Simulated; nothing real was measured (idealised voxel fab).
Process module, titled voxel self aligned contacts
Section shown: cut. Width: 285 nm. Cell size: 5 nm, square.
Just so we're on the same page, the cross-sections are grids of square cells, and they're listed out in bands top to bottom, each band one or more rows deep. Within each band entry, the heights of the top and of the bottom of the band appear first, in that order and in nm; the materials of the band then follow from left to right, each with its corresponding width in nm. The designation "full width" on a single material indicates that it fills the band from edge to edge; the designation "empty" indicates empty space. Ref level 0: as-received wafer is one material below here. Bottom band extends down with no lower bound ("from 0 down"). Width "30->40": first value at the band's top row of cells, second value at its bottom row, equal change from row to row. Reading "no change occurred" for a step: not a cell of the cross-section changed in it. This entry, "Enclosed internal cavities", enumerates those empty regions of no fewer than 8 cells that possess no open connection to the top. Each region is reported in the form width x height at distance, the distance being taken from the left edge, with all three quantities expressed in nm. Post-settings text on a step line: simulator's own remark regarding the step. You can add "overlay nm" to a step's line. For a step with a mask, it describes how far the mask lay to the right of its planned position, and a negative number describes a lay to the left.
**Set out below are the planned steps of the process**
| 1 | RECEIVE,material Si |
| 2 | OXIDIZE,depth nm 5 |
| 3 | DIRECTIONAL_DEP,material polySi,thk nm 20 |
| 4 | DIRECTIONAL_DEP,material SiN,thk nm 20 |
| 5 | DIRECTIONAL_DEP,material aC,thk nm 10 |
| 6 | PATTERN,tone cover,mask id GATE,material resist,width nm 25,pitch nm 55,thk nm 30,overlay nm 0 |
| 7 | DIRECTIONAL_ETCH,etch materials aC,depth nm 10 |
| 8 | STRIP,etch materials resist |
| 9 | DIRECTIONAL_ETCH,etch materials SiN,depth nm 20 |
| 10 | DIRECTIONAL_ETCH,etch materials polySi,depth nm 20 |
| 11 | STRIP,etch materials aC |
| 12 | CONFORMAL_DEP,material SiN,thk nm 5 |
| 13 | DIRECTIONAL_ETCH,etch materials SiN,depth nm 5 |
| 14 | FILL_DEP,material SiO2,thk nm 10 |
| 15 | CMP,height nm 45 |
| 16 | PATTERN,tone open,mask id CONTACT,material resist,width nm 40,pitch nm 55,thk nm 15,overlay nm 0 |
| 17 | DIRECTIONAL_ETCH,etch materials SiO2,depth nm 50 |
| 18 | STRIP,etch materials resist |
| 19 | CONFORMAL_DEP,material TiN,thk nm 5 |
| 20 | FILL_DEP,material W,thk nm 5 |
| 21 | CMP,height nm 45 |
| 22 | CONFORMAL_DEP,material SiCN,thk nm 5 |
**Wafer, first of two, run as planned**
**Here's what the wafer looked like in cross-section when it arrived - that's after step 1**
from 0 down = Si full width
Enclosed internal cavities: none
**after step 2**
from 0 to -5 = SiO2 full width
Nothing below the height -5 has changed.
**after step 3**
from 20 to 0 = polySi full width
Nothing below the height 0 has changed.
**after step 4**
from 40 to 20 = SiN full width
Nothing below the height 20 has changed.
**after step 5**
from 50 to 40 = aC full width
Nothing below the height 40 has changed.
**after step 6**
from 80 to 50 = empty (75) | resist (25) | empty (30) | resist (25) | empty (30) | resist (25) | empty (75)
Nothing below the height 50 has changed.
**after step 7**
from 70 to 50 = empty (75) | resist (25) | empty (30) | resist (25) | empty (30) | resist (25) | empty (75)
from 50 to 40 = empty (75) | aC (25) | empty (30) | aC (25) | empty (30) | aC (25) | empty (75)
Nothing below the height 40 has changed.
**after step 8**
from 50 to 40 = empty (75) | aC (25) | empty (30) | aC (25) | empty (30) | aC (25) | empty (75)
Nothing below the height 40 has changed.
**after step 9**
from 50 to 40 = empty (75) | aC (25) | empty (30) | aC (25) | empty (30) | aC (25) | empty (75)
from 40 to 20 = empty (75) | SiN (25) | empty (30) | SiN (25) | empty (30) | SiN (25) | empty (75)
Nothing below the height 20 has changed.
**after step 10**
from 50 to 40 = empty (75) | aC (25) | empty (30) | aC (25) | empty (30) | aC (25) | empty (75)
from 40 to 20 = empty (75) | SiN (25) | empty (30) | SiN (25) | empty (30) | SiN (25) | empty (75)
from 20 to 0 = empty (75) | polySi (25) | empty (30) | polySi (25) | empty (30) | polySi (25) | empty (75)
Nothing below the height 0 has changed.
**after step 11**
from 40 to 20 = empty (75) | SiN (25) | empty (30) | SiN (25) | empty (30) | SiN (25) | empty (75)
Nothing below the height 20 has changed.
**after step 12**
from 45 to 20 = empty (70) | SiN (35) | empty (20) | SiN (35) | empty (20) | SiN (35) | empty (70)
from 20 to 5 = empty (70) | SiN (5) | polySi (25) | SiN (5) | empty (20) | SiN (5) | polySi (25) | SiN (5) | empty (20) | SiN (5) | polySi (25) | SiN (5) | empty (70)
from 5 to 0 = SiN (75) | polySi (25) | SiN (30) | polySi (25) | SiN (30) | polySi (25) | SiN (75)
Nothing below the height 0 has changed.
**after step 13**
from 40 to 20 = empty (70) | SiN (35) | empty (20) | SiN (35) | empty (20) | SiN (35) | empty (70)
from 20 to 0 = empty (70) | SiN (5) | polySi (25) | SiN (5) | empty (20) | SiN (5) | polySi (25) | SiN (5) | empty (20) | SiN (5) | polySi (25) | SiN (5) | empty (70)
Nothing below the height 0 has changed.
**after step 14**
from 50 to 40 = SiO2 full width
from 40 to 20 = SiO2 (70) | SiN (35) | SiO2 (20) | SiN (35) | SiO2 (20) | SiN (35) | SiO2 (70)
from 20 to 0 = SiO2 (70) | SiN (5) | polySi (25) | SiN (5) | SiO2 (20) | SiN (5) | polySi (25) | SiN (5) | SiO2 (20) | SiN (5) | polySi (25) | SiN (5) | SiO2 (70)
Nothing below the height 0 has changed.
**after step 15**
from 45 to 40 = SiO2 full width
Nothing below the height 40 has changed.
**after step 16**
from 60 to 45 = resist (95) | empty (40) | resist (15) | empty (40) | resist (95)
Nothing below the height 45 has changed.
**after step 17**
from 60 to 45 = resist (95) | empty (40) | resist (15) | empty (40) | resist (95)
from 45 to 40 = SiO2 (95) | empty (40) | SiO2 (15) | empty (40) | SiO2 (95)
from 40 to 20 = SiO2 (70) | SiN (35) | empty (20) | SiN (35) | empty (20) | SiN (35) | SiO2 (70)
from 20 to 0 = SiO2 (70) | SiN (5) | polySi (25) | SiN (5) | empty (20) | SiN (5) | polySi (25) | SiN (5) | empty (20) | SiN (5) | polySi (25) | SiN (5) | SiO2 (70)
from 0 to -5 = SiO2 (105) | empty (20) | SiO2 (35) | empty (20) | SiO2 (105)
Nothing below the height -5 has changed.
**after step 18**
from 45 to 40 = SiO2 (95) | empty (40) | SiO2 (15) | empty (40) | SiO2 (95)
Nothing below the height 40 has changed.
**after step 19**
from 50 to 45 = TiN (100) | empty (30) | TiN (25) | empty (30) | TiN (100)
from 45 to 40 = SiO2 (95) | TiN (15) | empty (10) | TiN (15) | SiO2 (15) | TiN (15) | empty (10) | TiN (15) | SiO2 (95)
from 40 to 20 = SiO2 (70) | SiN (35) | TiN (5) | empty (10) | TiN (5) | SiN (35) | TiN (5) | empty (10) | TiN (5) | SiN (35) | SiO2 (70)
from 20 to 0 = SiO2 (70) | SiN (5) | polySi (25) | SiN (5) | TiN (5) | empty (10) | TiN (5) | SiN (5) | polySi (25) | SiN (5) | TiN (5) | empty (10) | TiN (5) | SiN (5) | polySi (25) | SiN (5) | SiO2 (70)
from 0 to -5 = SiO2 (105) | TiN (20) | SiO2 (35) | TiN (20) | SiO2 (105)
Nothing below the height -5 has changed.
**after step 20**
from 55 to 50 = W full width
from 50 to 45 = TiN (100) | W (30) | TiN (25) | W (30) | TiN (100)
from 45 to 40 = SiO2 (95) | TiN (15) | W (10) | TiN (15) | SiO2 (15) | TiN (15) | W (10) | TiN (15) | SiO2 (95)
from 40 to 20 = SiO2 (70) | SiN (35) | TiN (5) | W (10) | TiN (5) | SiN (35) | TiN (5) | W (10) | TiN (5) | SiN (35) | SiO2 (70)
from 20 to 0 = SiO2 (70) | SiN (5) | polySi (25) | SiN (5) | TiN (5) | W (10) | TiN (5) | SiN (5) | polySi (25) | SiN (5) | TiN (5) | W (10) | TiN (5) | SiN (5) | polySi (25) | SiN (5) | SiO2 (70)
Nothing below the height 0 has changed.
**after step 21**
from 45 to 40 = SiO2 (95) | TiN (15) | W (10) | TiN (15) | SiO2 (15) | TiN (15) | W (10) | TiN (15) | SiO2 (95)
Nothing below the height 40 has changed.
**after step 22**
from 50 to 45 = SiCN full width
Nothing below the height 45 has changed.
**Okay, second wafer. Nothing different at the start, nothing different in the plan, just one mistake somewhere in the running. As far as step 1, counting that step, it's the first wafer all over again**
The second wafer in cross-section, at the planned close of step 2: no change occurred
**The second wafer in cross-section, at the planned close of step 3**
from 20 to 0 = polySi full width
Nothing below the height 0 has changed.
**The second wafer in cross-section, at the planned close of step 4**
from 40 to 20 = SiN full width
Nothing below the height 20 has changed.
**The second wafer in cross-section, at the planned close of step 5**
from 50 to 40 = aC full width
Nothing below the height 40 has changed.
**The second wafer in cross-section, at the planned close of step 6**
from 80 to 50 = empty (75) | resist (25) | empty (30) | resist (25) | empty (30) | resist (25) | empty (75)
Nothing below the height 50 has changed.
**The second wafer in cross-section, at the planned close of step 7**
from 70 to 50 = empty (75) | resist (25) | empty (30) | resist (25) | empty (30) | resist (25) | empty (75)
from 50 to 40 = empty (75) | aC (25) | empty (30) | aC (25) | empty (30) | aC (25) | empty (75)
Nothing below the height 40 has changed.
**The second wafer in cross-section, at the planned close of step 8**
from 50 to 40 = empty (75) | aC (25) | empty (30) | aC (25) | empty (30) | aC (25) | empty (75)
Nothing below the height 40 has changed.
**The second wafer in cross-section, at the planned close of step 9**
from 50 to 40 = empty (75) | aC (25) | empty (30) | aC (25) | empty (30) | aC (25) | empty (75)
from 40 to 20 = empty (75) | SiN (25) | empty (30) | SiN (25) | empty (30) | SiN (25) | empty (75)
Nothing below the height 20 has changed.
**The second wafer in cross-section, at the planned close of step 10**
from 50 to 40 = empty (75) | aC (25) | empty (30) | aC (25) | empty (30) | aC (25) | empty (75)
from 40 to 20 = empty (75) | SiN (25) | empty (30) | SiN (25) | empty (30) | SiN (25) | empty (75)
from 20 to 0 = empty (75) | polySi (25) | empty (30) | polySi (25) | empty (30) | polySi (25) | empty (75)
Nothing below the height 0 has changed.
**The second wafer in cross-section, at the planned close of step 11**
from 40 to 20 = empty (75) | SiN (25) | empty (30) | SiN (25) | empty (30) | SiN (25) | empty (75)
Nothing below the height 20 has changed.
**The second wafer in cross-section, at the planned close of step 12**
from 45 to 20 = empty (70) | SiN (35) | empty (20) | SiN (35) | empty (20) | SiN (35) | empty (70)
from 20 to 5 = empty (70) | SiN (5) | polySi (25) | SiN (5) | empty (20) | SiN (5) | polySi (25) | SiN (5) | empty (20) | SiN (5) | polySi (25) | SiN (5) | empty (70)
from 5 to 0 = SiN (75) | polySi (25) | SiN (30) | polySi (25) | SiN (30) | polySi (25) | SiN (75)
Nothing below the height 0 has changed.
**The second wafer in cross-section, at the planned close of step 13**
from 40 to 20 = empty (70) | SiN (35) | empty (20) | SiN (35) | empty (20) | SiN (35) | empty (70)
from 20 to 0 = empty (70) | SiN (5) | polySi (25) | SiN (5) | empty (20) | SiN (5) | polySi (25) | SiN (5) | empty (20) | SiN (5) | polySi (25) | SiN (5) | empty (70)
Nothing below the height 0 has changed.
**The second wafer in cross-section, at the planned close of step 14**
from 50 to 40 = SiO2 full width
from 40 to 20 = SiO2 (70) | SiN (35) | SiO2 (20) | SiN (35) | SiO2 (20) | SiN (35) | SiO2 (70)
from 20 to 0 = SiO2 (70) | SiN (5) | polySi (25) | SiN (5) | SiO2 (20) | SiN (5) | polySi (25) | SiN (5) | SiO2 (20) | SiN (5) | polySi (25) | SiN (5) | SiO2 (70)
Nothing below the height 0 has changed.
**The second wafer in cross-section, at the planned close of step 15**
from 45 to 40 = SiO2 full width
Nothing below the height 40 has changed.
**The second wafer in cross-section, at the planned close of step 16**
from 60 to 45 = resist (95) | empty (40) | resist (15) | empty (40) | resist (95)
Nothing below the height 45 has changed.
**The second wafer in cross-section, at the planned close of step 17**
from 60 to 45 = resist (95) | empty (40) | resist (15) | empty (40) | resist (95)
from 45 to 40 = SiO2 (95) | empty (40) | SiO2 (15) | empty (40) | SiO2 (95)
from 40 to 20 = SiO2 (70) | SiN (35) | empty (20) | SiN (35) | empty (20) | SiN (35) | SiO2 (70)
from 20 to 0 = SiO2 (70) | SiN (5) | polySi (25) | SiN (5) | empty (20) | SiN (5) | polySi (25) | SiN (5) | empty (20) | SiN (5) | polySi (25) | SiN (5) | SiO2 (70)
Nothing below the height 0 has changed.
**The second wafer in cross-section, at the planned close of step 18**
from 45 to 40 = SiO2 (95) | empty (40) | SiO2 (15) | empty (40) | SiO2 (95)
Nothing below the height 40 has changed.
**The second wafer in cross-section, at the planned close of step 19**
from 50 to 45 = TiN (100) | empty (30) | TiN (25) | empty (30) | TiN (100)
from 45 to 40 = SiO2 (95) | TiN (15) | empty (10) | TiN (15) | SiO2 (15) | TiN (15) | empty (10) | TiN (15) | SiO2 (95)
from 40 to 20 = SiO2 (70) | SiN (35) | TiN (5) | empty (10) | TiN (5) | SiN (35) | TiN (5) | empty (10) | TiN (5) | SiN (35) | SiO2 (70)
from 20 to 5 = SiO2 (70) | SiN (5) | polySi (25) | SiN (5) | TiN (5) | empty (10) | TiN (5) | SiN (5) | polySi (25) | SiN (5) | TiN (5) | empty (10) | TiN (5) | SiN (5) | polySi (25) | SiN (5) | SiO2 (70)
from 5 to 0 = SiO2 (70) | SiN (5) | polySi (25) | SiN (5) | TiN (20) | SiN (5) | polySi (25) | SiN (5) | TiN (20) | SiN (5) | polySi (25) | SiN (5) | SiO2 (70)
Nothing below the height 0 has changed.
**The second wafer in cross-section, at the planned close of step 20**
from 55 to 50 = W full width
from 50 to 45 = TiN (100) | W (30) | TiN (25) | W (30) | TiN (100)
from 45 to 40 = SiO2 (95) | TiN (15) | W (10) | TiN (15) | SiO2 (15) | TiN (15) | W (10) | TiN (15) | SiO2 (95)
from 40 to 20 = SiO2 (70) | SiN (35) | TiN (5) | W (10) | TiN (5) | SiN (35) | TiN (5) | W (10) | TiN (5) | SiN (35) | SiO2 (70)
from 20 to 5 = SiO2 (70) | SiN (5) | polySi (25) | SiN (5) | TiN (5) | W (10) | TiN (5) | SiN (5) | polySi (25) | SiN (5) | TiN (5) | W (10) | TiN (5) | SiN (5) | polySi (25) | SiN (5) | SiO2 (70)
Nothing below the height 5 has changed.
**The second wafer in cross-section, at the planned close of step 21**
from 45 to 40 = SiO2 (95) | TiN (15) | W (10) | TiN (15) | SiO2 (15) | TiN (15) | W (10) | TiN (15) | SiO2 (95)
Nothing below the height 40 has changed.
**The second wafer in cross-section, at the planned close of step 22**
from 50 to 45 = SiCN full width
Nothing below the height 45 has changed.
Nonconformance to the process plan: step 2 of the plan: omitted, not performed
Upon completion, the second wafer contains, in terms of cells, a greater or smaller amount of certain materials than the first wafer: +57 Si, -49 SiO2, -4 TiN, -4 W
